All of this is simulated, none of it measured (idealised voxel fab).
This is a process module. Its name is voxel capacitor over wiring.
It is cross-section cut that appears here, measuring 140 nm in width, its square cells being 5 nm in size.
A cross-section is a grid of square cells, given in bands from the top down. A band is one or more rows of cells. This entry defines a band. It first specifies the height of the band's top and the height of its bottom in nm, and then specifies the band's materials from left to right, stating each material with its width in nm. The word "edge to edge" identifies a single material that fills the band from edge to edge, while the word "empty" identifies empty space. Basically, 0 is our baseline, since under it the wafer straight out of the box is all one material. The bottom band has no lower end and keeps on going down, so it looks like "from 0 down". You'd read "30 to 40" like this: the band's top row of cells is as wide as the first number, its bottom row is as wide as the second, and going down, every row changes width by the same amount as the row before did. "nothing altered" after a step means that no cell of the cross-section changed. This entry, "Fully sealed voids", enumerates those empty regions of no fewer than 8 cells that possess no open connection to the top. Each region is reported in the form width x height at distance, the distance being taken from the left edge, with all three quantities expressed in nm. Note: text after step settings on the step line = simulator remark on that step. overlay nm: step with mask; distance mask lay right of planned place; negative value = left of planned place. Each pair of cross-sections that follows straddles one process step: the one shows the state before the step, the other the state after it, down to the lowest band that changed and no further. The step in question, and its settings, are given under the pair. Note that a pair is not necessarily a continuation of the pair above it, since pairs can come from different runs of this module on the same starting wafer; it is a continuation only where its entry headed "Preceding state" says so.
Preceding state
* from 100 to 90  empty 40 nm, then TiN 45 nm, then empty 55 nm
* from 90 to 85  empty 40 nm, then SiN 45 nm, then empty 55 nm
* from 85 to 80  empty 20 nm, then TiN 70 nm, then empty 50 nm
* from 80 to 75  lowk 25 nm, then TiN 15 nm, then lowk 100 nm
* from 75 to 70  lowk 25 nm, then SiN 15 nm, then lowk 100 nm
* from 70 to 65  lowk 25 nm, then TiN 15 nm, then lowk 100 nm
* from 65 to 50  lowk edge to edge
* from 50 to 45  SiCN edge to edge
* from 45 to 20  lowk 20 nm, then W 20 nm, then lowk 55 nm, then W 20 nm, then lowk 25 nm
* from 20 to 15  lowk 20 nm, then TiN 20 nm, then lowk 55 nm, then TiN 20 nm, then lowk 25 nm
* from 15 to 0  SiO2 edge to edge
* from 0 down  Si edge to edge
* Fully sealed voids: none
Cross-Section Thereafter
* from 115 to 100  SiO2 edge to edge
* from 100 to 90  SiO2 40 nm, then TiN 45 nm, then SiO2 55 nm
* from 90 to 85  SiO2 40 nm, then SiN 45 nm, then SiO2 55 nm
* from 85 to 80  SiO2 20 nm, then TiN 70 nm, then SiO2 50 nm
* Everything below 80 is unchanged.
* Fully sealed voids: none
Relating the two cross-sections above, the step in between is FILL_DEP | material SiO2 | thk nm 15
Preceding state: carried over from the after image of the pair right above.
Cross-Section Thereafter
* from 95 to 90  SiO2 40 nm, then TiN 45 nm, then SiO2 55 nm
* Everything below 90 is unchanged.
* Fully sealed voids: none
Relating the two cross-sections above, the step in between is CMP | height nm 95
Preceding state: carried over from the after image of the pair right above.
Cross-Section Thereafter
* from 95 to 90  SiO2 35 nm, then empty 5 nm, then TiN 45 nm, then SiO2 55 nm
* from 90 to 85  SiO2 35 nm, then empty 5 nm, then SiN 45 nm, then SiO2 55 nm
* Everything below 85 is unchanged.
* Fully sealed voids: none
Relating the two cross-sections above, the step in between is MASKED_ETCH | tone open | mask id PLUG_2 | width nm 15 | etch materials SiO2 | depth nm 10 | overlay nm 0
Preceding state: carried over from the after image of the pair right above.
Cross-Section Thereafter
* from 100 to 95  TiN edge to edge
* from 95 to 90  SiO2 35 nm, then TiN 50 nm, then SiO2 55 nm
* from 90 to 85  SiO2 35 nm, then TiN 5 nm, then SiN 45 nm, then SiO2 55 nm
* Everything below 85 is unchanged.
* Fully sealed voids: none
Relating the two cross-sections above, the step in between is CONFORMAL_DEP | material TiN | thk nm 5
Preceding state: carried over from the after image of the pair right above.
Cross-Section Thereafter
* from 105 to 100  Cu edge to edge
* Everything below 100 is unchanged.
* Fully sealed voids: none
Relating the two cross-sections above, the step in between is FILL_DEP | material Cu | thk nm 5
Preceding state: carried over from the after image of the pair right above.
Cross-Section Thereafter
* from 95 to 90  SiO2 35 nm, then TiN 50 nm, then SiO2 55 nm
* Everything below 90 is unchanged.
* Fully sealed voids: none
Relating the two cross-sections above, the step in between is CMP | height nm 95
Preceding state: carried over from the after image of the pair right above.
Cross-Section Thereafter
* from 100 to 95  SiCN edge to edge
* Everything below 95 is unchanged.
* Fully sealed voids: none
Relating the two cross-sections above, the step in between is CONFORMAL_DEP | material SiCN | thk nm 5
Preceding state
* from 15 to 0  SiO2 edge to edge
* from 0 down  Si edge to edge
* Fully sealed voids: none
Cross-Section Thereafter
* from 40 to 15  W edge to edge
* Everything below 15 is unchanged.
* Fully sealed voids: none
Relating the two cross-sections above, the step in between is DIRECTIONAL_DEP | material W | thk nm 25
Preceding state: carried over from the after image of the pair right above.
Cross-Section Thereafter
* from 45 to 40  TiN edge to edge
* Everything below 40 is unchanged.
* Fully sealed voids: none
Relating the two cross-sections above, the step in between is DIRECTIONAL_DEP | material TiN | thk nm 5
Preceding state: carried over from the after image of the pair right above.
Cross-Section Thereafter
* from 45 to 40  empty 20 nm, then TiN 20 nm, then empty 55 nm, then TiN 20 nm, then empty 25 nm
* Everything below 40 is unchanged.
* Fully sealed voids: none
Relating the two cross-sections above, the step in between is MASKED_ETCH | tone cover | mask id METAL_1 | width nm 20 | pitch nm 75 | etch materials TiN | depth nm 5 | overlay nm 0
Preceding state: carried over from the after image of the pair right above.
Cross-Section Thereafter
* from 50 to 45  lowk edge to edge
* from 45 to 40  lowk 20 nm, then TiN 20 nm, then lowk 55 nm, then TiN 20 nm, then lowk 25 nm
* Everything below 40 is unchanged.
* Fully sealed voids: none
Relating the two cross-sections above, the step in between is FILL_DEP | material lowk | thk nm 5
Preceding state: carried over from the after image of the pair right above.
Cross-Section Thereafter
* from 45 to 40  lowk 20 nm, then TiN 20 nm, then lowk 55 nm, then TiN 20 nm, then lowk 25 nm
* Everything below 40 is unchanged.
* Fully sealed voids: none
Relating the two cross-sections above, the step in between is CMP | height nm 45
Preceding state: carried over from the after image of the pair right above.
Cross-Section Thereafter
* from 50 to 45  SiCN edge to edge
* Everything below 45 is unchanged.
* Fully sealed voids: none
Relating the two cross-sections above, the step in between is CONFORMAL_DEP | material SiCN | thk nm 5
Preceding state: carried over from the after image of the pair right above.
Cross-Section Thereafter
* from 65 to 50  lowk edge to edge
* Everything below 50 is unchanged.
* Fully sealed voids: none
Relating the two cross-sections above, the step in between is DIRECTIONAL_DEP | material lowk | thk nm 15
Preceding state: carried over from the after image of the pair right above.
Cross-Section Thereafter
* from 85 to 65  resist 25 nm, then empty 15 nm, then resist 100 nm
* Everything below 65 is unchanged.
* Fully sealed voids: none
Relating the two cross-sections above, the step in between is PATTERN | tone open | mask id PLUG_1 | material resist | width nm 15 | thk nm 20 | overlay nm 0
Preceding state: carried over from the after image of the pair right above.
Cross-Section Thereafter
* from 85 to 65  resist 25 nm, then empty 15 nm, then resist 100 nm
* from 65 to 50  lowk 25 nm, then empty 15 nm, then lowk 100 nm
* Everything below 50 is unchanged.
* Fully sealed voids: none
Relating the two cross-sections above, the step in between is DIRECTIONAL_ETCH | etch materials lowk | depth nm 15
Preceding state: carried over from the after image of the pair right above.
Cross-Section Thereafter
* from 85 to 65  resist 25 nm, then empty 15 nm, then resist 100 nm
* from 65 to 50  lowk 25 nm, then empty 15 nm, then lowk 100 nm
* from 50 to 45  SiCN 25 nm, then empty 15 nm, then SiCN 100 nm
* Everything below 45 is unchanged.
* Fully sealed voids: none
Relating the two cross-sections above, the step in between is DIRECTIONAL_ETCH | etch materials SiCN | depth nm 5
Preceding state: carried over from the after image of the pair right above.
Cross-Section Thereafter
* from 65 to 50  lowk 25 nm, then empty 15 nm, then lowk 100 nm
* Everything below 50 is unchanged.
* Fully sealed voids: none
Relating the two cross-sections above, the step in between is STRIP | etch materials resist
Preceding state: carried over from the after image of the pair right above.
Cross-Section Thereafter
* from 65 to 55  lowk 25 nm, then empty 15 nm, then lowk 100 nm
* from 55 to 50  lowk 25 nm, then Ru 15 nm, then lowk 100 nm
* from 50 to 45  SiCN 25 nm, then Ru 15 nm, then SiCN 100 nm
* Everything below 45 is unchanged.
* Fully sealed voids: none
Relating the two cross-sections above, the step in between is EPI | material Ru | thk nm 10
Preceding state: carried over from the after image of the pair right above.
Cross-Section Thereafter
* from 65 to 50  lowk 25 nm, then Ru 15 nm, then lowk 100 nm
* Everything below 50 is unchanged.
* Fully sealed voids: none
Relating the two cross-sections above, the step in between is EPI | material Ru | thk nm 10
Preceding state: carried over from the after image of the pair right above.
Cross-Section Thereafter
* from 70 to 65  TiN edge to edge
* Everything below 65 is unchanged.
* Fully sealed voids: none
Relating the two cross-sections above, the step in between is DIRECTIONAL_DEP | material TiN | thk nm 5
Preceding state: carried over from the after image of the pair right above.
Cross-Section Thereafter
* from 75 to 70  SiN edge to edge
* Everything below 70 is unchanged.
* Fully sealed voids: none
Relating the two cross-sections above, the step in between is DIRECTIONAL_DEP | material SiN | thk nm 5
Preceding state: carried over from the after image of the pair right above.
Cross-Section Thereafter
* from 85 to 75  TiN edge to edge
* Everything below 75 is unchanged.
* Fully sealed voids: none
Relating the two cross-sections above, the step in between is DIRECTIONAL_DEP | material TiN | thk nm 10
Preceding state: carried over from the after image of the pair right above.
Cross-Section Thereafter
* from 105 to 85  empty 25 nm, then resist 60 nm, then empty 55 nm
* Everything below 85 is unchanged.
* Fully sealed voids: none
Relating the two cross-sections above, the step in between is PATTERN | tone cover | mask id UPPER_PLATE | material resist | width nm 60 | thk nm 20 | overlay nm 0
Preceding state: carried over from the after image of the pair right above.
Cross-Section Thereafter
* from 105 to 85  empty 25 nm, then resist 60 nm, then empty 55 nm
* from 85 to 75  empty 25 nm, then TiN 60 nm, then empty 55 nm
* Everything below 75 is unchanged.
* Fully sealed voids: none
Relating the two cross-sections above, the step in between is DIRECTIONAL_ETCH | etch materials TiN | depth nm 10
Preceding state: carried over from the after image of the pair right above.
Cross-Section Thereafter
* from 105 to 85  empty 25 nm, then resist 60 nm, then empty 55 nm
* from 85 to 75  empty 25 nm, then TiN 60 nm, then empty 55 nm
* from 75 to 70  empty 25 nm, then SiN 60 nm, then empty 55 nm
* Everything below 70 is unchanged.
* Fully sealed voids: none
Relating the two cross-sections above, the step in between is DIRECTIONAL_ETCH | etch materials SiN | depth nm 5
Preceding state: carried over from the after image of the pair right above.
Cross-Section Thereafter
* from 85 to 75  empty 25 nm, then TiN 60 nm, then empty 55 nm
* Everything below 75 is unchanged.
* Fully sealed voids: none
Relating the two cross-sections above, the step in between is STRIP | etch materials resist
Preceding state: carried over from the after image of the pair right above.
Cross-Section Thereafter
* from 95 to 85  empty 25 nm, then aC 60 nm, then empty 55 nm
* from 85 to 80  empty 25 nm, then TiN 60 nm, then empty 55 nm
* from 80 to 75  aC 25 nm, then TiN 60 nm, then aC 55 nm
* from 75 to 70  aC 25 nm, then SiN 60 nm, then aC 55 nm
* Everything below 70 is unchanged.
* Fully sealed voids: none
Relating the two cross-sections above, the step in between is DIRECTIONAL_DEP | material aC | thk nm 10
Preceding state: carried over from the after image of the pair right above.
Cross-Section Thereafter
* from 125 to 95  empty 20 nm, then resist 70 nm, then empty 50 nm
* from 95 to 85  empty 20 nm, then resist 5 nm, then aC 60 nm, then resist 5 nm, then empty 50 nm
* from 85 to 80  empty 20 nm, then resist 5 nm, then TiN 60 nm, then resist 5 nm, then empty 50 nm
* Everything below 80 is unchanged.
* Fully sealed voids: none
Relating the two cross-sections above, the step in between is PATTERN | tone cover | mask id LOWER_PLATE | material resist | width nm 70 | thk nm 30 | overlay nm 0
Preceding state: carried over from the after image of the pair right above.
Cross-Section Thereafter
* from 115 to 95  empty 20 nm, then resist 70 nm, then empty 50 nm
* from 95 to 85  empty 20 nm, then resist 5 nm, then aC 60 nm, then resist 5 nm, then empty 50 nm
* from 85 to 80  empty 20 nm, then resist 5 nm, then TiN 60 nm, then resist 5 nm, then empty 50 nm
* from 80 to 75  empty 20 nm, then aC 5 nm, then TiN 60 nm, then aC 5 nm, then empty 50 nm
* from 75 to 70  empty 20 nm, then aC 5 nm, then SiN 60 nm, then aC 5 nm, then empty 50 nm
* Everything below 70 is unchanged.
* Fully sealed voids: none
Relating the two cross-sections above, the step in between is DIRECTIONAL_ETCH | etch materials aC | depth nm 10
Preceding state: carried over from the after image of the pair right above.
Cross-Section Thereafter
* from 95 to 85  empty 25 nm, then aC 60 nm, then empty 55 nm
* from 85 to 80  empty 25 nm, then TiN 60 nm, then empty 55 nm
* Everything below 80 is unchanged.
* Fully sealed voids: none
Relating the two cross-sections above, the step in between is STRIP | etch materials resist
Preceding state: carried over from the after image of the pair right above.
Cross-Section Thereafter
* from 95 to 85  empty 25 nm, then aC 60 nm, then empty 55 nm
* from 85 to 80  empty 25 nm, then TiN 60 nm, then empty 55 nm
* from 80 to 75  empty 20 nm, then aC 5 nm, then TiN 60 nm, then aC 5 nm, then empty 50 nm
* from 75 to 70  empty 20 nm, then aC 5 nm, then SiN 60 nm, then aC 5 nm, then empty 50 nm
* from 70 to 65  empty 20 nm, then TiN 70 nm, then empty 50 nm
* Everything below 65 is unchanged.
* Fully sealed voids: none
Relating the two cross-sections above, the step in between is DIRECTIONAL_ETCH | etch materials TiN | depth nm 5
Preceding state: carried over from the after image of the pair right above.
Cross-Section Thereafter
* from 85 to 75  empty 25 nm, then TiN 60 nm, then empty 55 nm
* from 75 to 70  empty 25 nm, then SiN 60 nm, then empty 55 nm
* Everything below 70 is unchanged.
* Fully sealed voids: none
Relating the two cross-sections above, the step in between is STRIP | etch materials aC
Preceding state: carried over from the after image of the pair right above.
Cross-Section Thereafter
* from 100 to 85  SiO2 edge to edge
* from 85 to 75  SiO2 25 nm, then TiN 60 nm, then SiO2 55 nm
* from 75 to 70  SiO2 25 nm, then SiN 60 nm, then SiO2 55 nm
* from 70 to 65  SiO2 20 nm, then TiN 70 nm, then SiO2 50 nm
* Everything below 65 is unchanged.
* Fully sealed voids: none
Relating the two cross-sections above, the step in between is FILL_DEP | material SiO2 | thk nm 15
Preceding state: carried over from the after image of the pair right above.
Cross-Section Thereafter
* from 95 to 85  SiO2 edge to edge
* Everything below 85 is unchanged.
* Fully sealed voids: none
Relating the two cross-sections above, the step in between is CMP | height nm 95
Preceding state: carried over from the after image of the pair right above.
Cross-Section Thereafter
* from 95 to 85  SiO2 35 nm, then empty 15 nm, then SiO2 90 nm
* Everything below 85 is unchanged.
* Fully sealed voids: none
Relating the two cross-sections above, the step in between is MASKED_ETCH | tone open | mask id PLUG_2 | width nm 15 | etch materials SiO2 | depth nm 10 | overlay nm 0
Preceding state: carried over from the after image of the pair right above.
Cross-Section Thereafter
* from 100 to 95  TiN 40 nm, then empty 5 nm, then TiN 95 nm
* from 95 to 90  SiO2 35 nm, then TiN 5 nm, then empty 5 nm, then TiN 5 nm, then SiO2 90 nm
* from 90 to 85  SiO2 35 nm, then TiN 15 nm, then SiO2 90 nm
* Everything below 85 is unchanged.
* Fully sealed voids: none
Relating the two cross-sections above, the step in between is CONFORMAL_DEP | material TiN | thk nm 5
Preceding state: carried over from the after image of the pair right above.
Cross-Section Thereafter
* from 105 to 100  Cu edge to edge
* from 100 to 95  TiN 40 nm, then Cu 5 nm, then TiN 95 nm
* from 95 to 90  SiO2 35 nm, then TiN 5 nm, then Cu 5 nm, then TiN 5 nm, then SiO2 90 nm
* Everything below 90 is unchanged.
* Fully sealed voids: none
Relating the two cross-sections above, the step in between is FILL_DEP | material Cu | thk nm 5
Preceding state: carried over from the after image of the pair right above.
Cross-Section Thereafter
* from 95 to 90  SiO2 35 nm, then TiN 5 nm, then Cu 5 nm, then TiN 5 nm, then SiO2 90 nm
* Everything below 90 is unchanged.
* Fully sealed voids: none
Relating the two cross-sections above, the step in between is CMP | height nm 95
Preceding state: carried over from the after image of the pair right above.
Cross-Section Thereafter
* from 100 to 95  SiCN edge to edge
* Everything below 95 is unchanged.
* Fully sealed voids: none
Relating the two cross-sections above, the step in between is CONFORMAL_DEP | material SiCN | thk nm 5
Preceding state
* from 70 to 65  TiN edge to edge
* from 65 to 50  lowk 25 nm, then Ru 15 nm, then lowk 100 nm
* from 50 to 45  SiCN 25 nm, then Ru 15 nm, then SiCN 100 nm
* from 45 to 20  lowk 20 nm, then W 20 nm, then lowk 55 nm, then W 20 nm, then lowk 25 nm
* from 20 to 15  lowk 20 nm, then TiN 20 nm, then lowk 55 nm, then TiN 20 nm, then lowk 25 nm
* from 15 to 0  SiO2 edge to edge
* from 0 down  Si edge to edge
* Fully sealed voids: none
Cross-Section Thereafter
* from 85 to 70  SiN edge to edge
* Everything below 70 is unchanged.
* Fully sealed voids: none
Relating the two cross-sections above, the step in between is DIRECTIONAL_DEP | material SiN | thk nm 15
Preceding state: carried over from the after image of the pair right above.
Cross-Section Thereafter
* from 95 to 85  TiN edge to edge
* Everything below 85 is unchanged.
* Fully sealed voids: none
Relating the two cross-sections above, the step in between is DIRECTIONAL_DEP | material TiN | thk nm 10
Preceding state: carried over from the after image of the pair right above.
Cross-Section Thereafter
* from 115 to 95  empty 25 nm, then resist 60 nm, then empty 55 nm
* Everything below 95 is unchanged.
* Fully sealed voids: none
Relating the two cross-sections above, the step in between is PATTERN | tone cover | mask id UPPER_PLATE | material resist | width nm 60 | thk nm 20 | overlay nm 0
Preceding state: carried over from the after image of the pair right above.
Cross-Section Thereafter
* from 115 to 95  empty 25 nm, then resist 60 nm, then empty 55 nm
* from 95 to 85  empty 25 nm, then TiN 60 nm, then empty 55 nm
* Everything below 85 is unchanged.
* Fully sealed voids: none
Relating the two cross-sections above, the step in between is DIRECTIONAL_ETCH | etch materials TiN | depth nm 10
Preceding state: carried over from the after image of the pair right above.
Cross-Section Thereafter
* from 115 to 95  empty 25 nm, then resist 60 nm, then empty 55 nm
* from 95 to 85  empty 25 nm, then TiN 60 nm, then empty 55 nm
* from 85 to 80  empty 25 nm, then SiN 60 nm, then empty 55 nm
* Everything below 80 is unchanged.
* Fully sealed voids: none
Relating the two cross-sections above, the step in between is DIRECTIONAL_ETCH | etch materials SiN | depth nm 5
Preceding state: carried over from the after image of the pair right above.
Cross-Section Thereafter
* from 95 to 85  empty 25 nm, then TiN 60 nm, then empty 55 nm
* Everything below 85 is unchanged.
* Fully sealed voids: none
Relating the two cross-sections above, the step in between is STRIP | etch materials resist
Preceding state: carried over from the after image of the pair right above.
Cross-Section Thereafter
* from 105 to 95  empty 25 nm, then aC 60 nm, then empty 55 nm
* from 95 to 90  empty 25 nm, then TiN 60 nm, then empty 55 nm
* from 90 to 85  aC 25 nm, then TiN 60 nm, then aC 55 nm
* from 85 to 80  aC 25 nm, then SiN 60 nm, then aC 55 nm
* Everything below 80 is unchanged.
* Fully sealed voids: none
Relating the two cross-sections above, the step in between is DIRECTIONAL_DEP | material aC | thk nm 10
Preceding state: carried over from the after image of the pair right above.
Cross-Section Thereafter
* from 135 to 105  empty 20 nm, then resist 70 nm, then empty 50 nm
* from 105 to 95  empty 20 nm, then resist 5 nm, then aC 60 nm, then resist 5 nm, then empty 50 nm
* from 95 to 90  empty 20 nm, then resist 5 nm, then TiN 60 nm, then resist 5 nm, then empty 50 nm
* Everything below 90 is unchanged.
* Fully sealed voids: none
Relating the two cross-sections above, the step in between is PATTERN | tone cover | mask id LOWER_PLATE | material resist | width nm 70 | thk nm 30 | overlay nm 0
Preceding state: carried over from the after image of the pair right above.
Cross-Section Thereafter
* from 125 to 105  empty 20 nm, then resist 70 nm, then empty 50 nm
* from 105 to 95  empty 20 nm, then resist 5 nm, then aC 60 nm, then resist 5 nm, then empty 50 nm
* from 95 to 90  empty 20 nm, then resist 5 nm, then TiN 60 nm, then resist 5 nm, then empty 50 nm
* from 90 to 85  empty 20 nm, then aC 5 nm, then TiN 60 nm, then aC 5 nm, then empty 50 nm
* from 85 to 80  empty 20 nm, then aC 5 nm, then SiN 60 nm, then aC 5 nm, then empty 50 nm
* Everything below 80 is unchanged.
* Fully sealed voids: none
Relating the two cross-sections above, the step in between is DIRECTIONAL_ETCH | etch materials aC | depth nm 10
Preceding state: carried over from the after image of the pair right above.
Cross-Section Thereafter
* from 105 to 95  empty 25 nm, then aC 60 nm, then empty 55 nm
* from 95 to 90  empty 25 nm, then TiN 60 nm, then empty 55 nm
* Everything below 90 is unchanged.
* Fully sealed voids: none
Relating the two cross-sections above, the step in between is STRIP | etch materials resist
Preceding state: carried over from the after image of the pair right above.
Cross-Section Thereafter
* from 95 to 85  empty 25 nm, then TiN 60 nm, then empty 55 nm
* from 85 to 80  empty 25 nm, then SiN 60 nm, then empty 55 nm
* Everything below 80 is unchanged.
* Fully sealed voids: none
Relating the two cross-sections above, the step in between is STRIP | etch materials aC
Preceding state: carried over from the after image of the pair right above.
Cross-Section Thereafter
* from 110 to 95  SiO2 edge to edge
* from 95 to 85  SiO2 25 nm, then TiN 60 nm, then SiO2 55 nm
* from 85 to 80  SiO2 25 nm, then SiN 60 nm, then SiO2 55 nm
* Everything below 80 is unchanged.
* Fully sealed voids: none
Relating the two cross-sections above, the step in between is FILL_DEP | material SiO2 | thk nm 15
Preceding state: carried over from the after image of the pair right above.
Cross-Section Thereafter
* from 95 to 85  SiO2 25 nm, then TiN 60 nm, then SiO2 55 nm
* Everything below 85 is unchanged.
* Fully sealed voids: none
Relating the two cross-sections above, the step in between is CMP | height nm 95
Preceding state: carried over from the after image of the pair right above.
Cross-Section Thereafter
* from 100 to 95  TiN edge to edge
* Everything below 95 is unchanged.
* Fully sealed voids: none
Relating the two cross-sections above, the step in between is CONFORMAL_DEP | material TiN | thk nm 5
Preceding state: carried over from the after image of the pair right above.
Cross-Section Thereafter
* from 105 to 100  Cu edge to edge
* Everything below 100 is unchanged.
* Fully sealed voids: none
Relating the two cross-sections above, the step in between is FILL_DEP | material Cu | thk nm 5
Preceding state: carried over from the after image of the pair right above.
Cross-Section Thereafter
* from 95 to 85  SiO2 25 nm, then TiN 60 nm, then SiO2 55 nm
* Everything below 85 is unchanged.
* Fully sealed voids: none
Relating the two cross-sections above, the step in between is CMP | height nm 95
Preceding state: carried over from the after image of the pair right above.
Cross-Section Thereafter
* from 100 to 95  SiCN edge to edge
* Everything below 95 is unchanged.
* Fully sealed voids: none
Relating the two cross-sections above, the step in between is CONFORMAL_DEP | material SiCN | thk nm 5
Preceding state
* from 45 to 20  W edge to edge
* from 20 to 15  TiN edge to edge
* from 15 to 0  SiO2 edge to edge
* from 0 down  Si edge to edge
* Fully sealed voids: none
Cross-Section Thereafter
* from 45 to 20  empty 25 nm, then W 15 nm, then empty 60 nm, then W 15 nm, then empty 25 nm
* Everything below 20 is unchanged.
* Fully sealed voids: none
Relating the two cross-sections above, the step in between is MASKED_ETCH | tone cover | mask id METAL_1 | width nm 15 | pitch nm 75 | etch materials W | depth nm 25 | overlay nm 0
Preceding state: carried over from the after image of the pair right above.
Cross-Section Thereafter
* from 45 to 20  empty 25 nm, then W 15 nm, then empty 60 nm, then W 15 nm, then empty 25 nm
* from 20 to 15  empty 20 nm, then TiN 20 nm, then empty 55 nm, then TiN 20 nm, then empty 25 nm
* Everything below 15 is unchanged.
* Fully sealed voids: none
Relating the two cross-sections above, the step in between is MASKED_ETCH | tone cover | mask id METAL_1 | width nm 20 | pitch nm 75 | etch materials TiN | depth nm 5 | overlay nm 0
Preceding state: carried over from the after image of the pair right above.
Cross-Section Thereafter
* from 50 to 45  lowk edge to edge
* from 45 to 20  lowk 25 nm, then W 15 nm, then lowk 60 nm, then W 15 nm, then lowk 25 nm
* from 20 to 15  lowk 20 nm, then TiN 20 nm, then lowk 55 nm, then TiN 20 nm, then lowk 25 nm
* Everything below 15 is unchanged.
* Fully sealed voids: none
Relating the two cross-sections above, the step in between is FILL_DEP | material lowk | thk nm 5
Preceding state: carried over from the after image of the pair right above.
Cross-Section Thereafter
* from 45 to 20  lowk 25 nm, then W 15 nm, then lowk 60 nm, then W 15 nm, then lowk 25 nm
* Everything below 20 is unchanged.
* Fully sealed voids: none
Relating the two cross-sections above, the step in between is CMP | height nm 45
Preceding state: carried over from the after image of the pair right above.
Cross-Section Thereafter
* from 50 to 45  SiCN edge to edge
* Everything below 45 is unchanged.
* Fully sealed voids: none
Relating the two cross-sections above, the step in between is CONFORMAL_DEP | material SiCN | thk nm 5
Preceding state: carried over from the after image of the pair right above.
Cross-Section Thereafter
* from 65 to 50  lowk edge to edge
* Everything below 50 is unchanged.
* Fully sealed voids: none
Relating the two cross-sections above, the step in between is DIRECTIONAL_DEP | material lowk | thk nm 15
Preceding state: carried over from the after image of the pair right above.
Cross-Section Thereafter
* from 85 to 65  resist 25 nm, then empty 15 nm, then resist 100 nm
* Everything below 65 is unchanged.
* Fully sealed voids: none
Relating the two cross-sections above, the step in between is PATTERN | tone open | mask id PLUG_1 | material resist | width nm 15 | thk nm 20 | overlay nm 0
Preceding state: carried over from the after image of the pair right above.
Cross-Section Thereafter
* from 85 to 65  resist 25 nm, then empty 15 nm, then resist 100 nm
* from 65 to 50  lowk 25 nm, then empty 15 nm, then lowk 100 nm
* Everything below 50 is unchanged.
* Fully sealed voids: none
Relating the two cross-sections above, the step in between is DIRECTIONAL_ETCH | etch materials lowk | depth nm 15
Preceding state: carried over from the after image of the pair right above.
Cross-Section Thereafter
* from 85 to 65  resist 25 nm, then empty 15 nm, then resist 100 nm
* from 65 to 50  lowk 25 nm, then empty 15 nm, then lowk 100 nm
* from 50 to 45  SiCN 25 nm, then empty 15 nm, then SiCN 100 nm
* Everything below 45 is unchanged.
* Fully sealed voids: none
Relating the two cross-sections above, the step in between is DIRECTIONAL_ETCH | etch materials SiCN | depth nm 5
Preceding state: carried over from the after image of the pair right above.
Cross-Section Thereafter
* from 65 to 50  lowk 25 nm, then empty 15 nm, then lowk 100 nm
* Everything below 50 is unchanged.
* Fully sealed voids: none
Relating the two cross-sections above, the step in between is STRIP | etch materials resist
Preceding state: carried over from the after image of the pair right above.
Cross-Section Thereafter
* from 65 to 55  lowk 25 nm, then empty 15 nm, then lowk 100 nm
* from 55 to 50  lowk 25 nm, then Ru 15 nm, then lowk 100 nm
* from 50 to 45  SiCN 25 nm, then Ru 15 nm, then SiCN 100 nm
* Everything below 45 is unchanged.
* Fully sealed voids: none
Relating the two cross-sections above, the step in between is EPI | material Ru | thk nm 10
Preceding state: carried over from the after image of the pair right above.
Cross-Section Thereafter
* from 65 to 50  lowk 25 nm, then Ru 15 nm, then lowk 100 nm
* Everything below 50 is unchanged.
* Fully sealed voids: none
Relating the two cross-sections above, the step in between is EPI | material Ru | thk nm 10
Preceding state: carried over from the after image of the pair right above.
Cross-Section Thereafter
* from 70 to 65  TiN edge to edge
* Everything below 65 is unchanged.
* Fully sealed voids: none
Relating the two cross-sections above, the step in between is DIRECTIONAL_DEP | material TiN | thk nm 5
Preceding state: carried over from the after image of the pair right above.
Cross-Section Thereafter
* from 75 to 70  SiN edge to edge
* Everything below 70 is unchanged.
* Fully sealed voids: none
Relating the two cross-sections above, the step in between is DIRECTIONAL_DEP | material SiN | thk nm 5
Preceding state: carried over from the after image of the pair right above.
Cross-Section Thereafter
* from 85 to 75  TiN edge to edge
* Everything below 75 is unchanged.
* Fully sealed voids: none
Relating the two cross-sections above, the step in between is DIRECTIONAL_DEP | material TiN | thk nm 10
Preceding state: carried over from the after image of the pair right above.
Cross-Section Thereafter
* from 105 to 85  empty 25 nm, then resist 60 nm, then empty 55 nm
* Everything below 85 is unchanged.
* Fully sealed voids: none
Relating the two cross-sections above, the step in between is PATTERN | tone cover | mask id UPPER_PLATE | material resist | width nm 60 | thk nm 20 | overlay nm 0
Preceding state: carried over from the after image of the pair right above.
Cross-Section Thereafter
* from 105 to 85  empty 25 nm, then resist 60 nm, then empty 55 nm
* from 85 to 75  empty 25 nm, then TiN 60 nm, then empty 55 nm
* Everything below 75 is unchanged.
* Fully sealed voids: none
Relating the two cross-sections above, the step in between is DIRECTIONAL_ETCH | etch materials TiN | depth nm 10
Preceding state: carried over from the after image of the pair right above.
Cross-Section Thereafter
* from 105 to 85  empty 25 nm, then resist 60 nm, then empty 55 nm
* from 85 to 75  empty 25 nm, then TiN 60 nm, then empty 55 nm
* from 75 to 70  empty 25 nm, then SiN 60 nm, then empty 55 nm
* Everything below 70 is unchanged.
* Fully sealed voids: none
Relating the two cross-sections above, the step in between is DIRECTIONAL_ETCH | etch materials SiN | depth nm 5
Preceding state: carried over from the after image of the pair right above.
Cross-Section Thereafter
* from 85 to 75  empty 25 nm, then TiN 60 nm, then empty 55 nm
* Everything below 75 is unchanged.
* Fully sealed voids: none
Relating the two cross-sections above, the step in between is STRIP | etch materials resist
Preceding state: carried over from the after image of the pair right above.
Cross-Section Thereafter
* from 95 to 85  empty 25 nm, then aC 60 nm, then empty 55 nm
* from 85 to 80  empty 25 nm, then TiN 60 nm, then empty 55 nm
* from 80 to 75  aC 25 nm, then TiN 60 nm, then aC 55 nm
* from 75 to 70  aC 25 nm, then SiN 60 nm, then aC 55 nm
* Everything below 70 is unchanged.
* Fully sealed voids: none
Relating the two cross-sections above, the step in between is DIRECTIONAL_DEP | material aC | thk nm 10
Preceding state: carried over from the after image of the pair right above.
Cross-Section Thereafter
* from 125 to 95  empty 20 nm, then resist 70 nm, then empty 50 nm
* from 95 to 85  empty 20 nm, then resist 5 nm, then aC 60 nm, then resist 5 nm, then empty 50 nm
* from 85 to 80  empty 20 nm, then resist 5 nm, then TiN 60 nm, then resist 5 nm, then empty 50 nm
* Everything below 80 is unchanged.
* Fully sealed voids: none
Relating the two cross-sections above, the step in between is PATTERN | tone cover | mask id LOWER_PLATE | material resist | width nm 70 | thk nm 30 | overlay nm 0
Preceding state: carried over from the after image of the pair right above.
Cross-Section Thereafter
* from 115 to 95  empty 20 nm, then resist 70 nm, then empty 50 nm
* from 95 to 85  empty 20 nm, then resist 5 nm, then aC 60 nm, then resist 5 nm, then empty 50 nm
* from 85 to 80  empty 20 nm, then resist 5 nm, then TiN 60 nm, then resist 5 nm, then empty 50 nm
* from 80 to 75  empty 20 nm, then aC 5 nm, then TiN 60 nm, then aC 5 nm, then empty 50 nm
* from 75 to 70  empty 20 nm, then aC 5 nm, then SiN 60 nm, then aC 5 nm, then empty 50 nm
* Everything below 70 is unchanged.
* Fully sealed voids: none
Relating the two cross-sections above, the step in between is DIRECTIONAL_ETCH | etch materials aC | depth nm 10
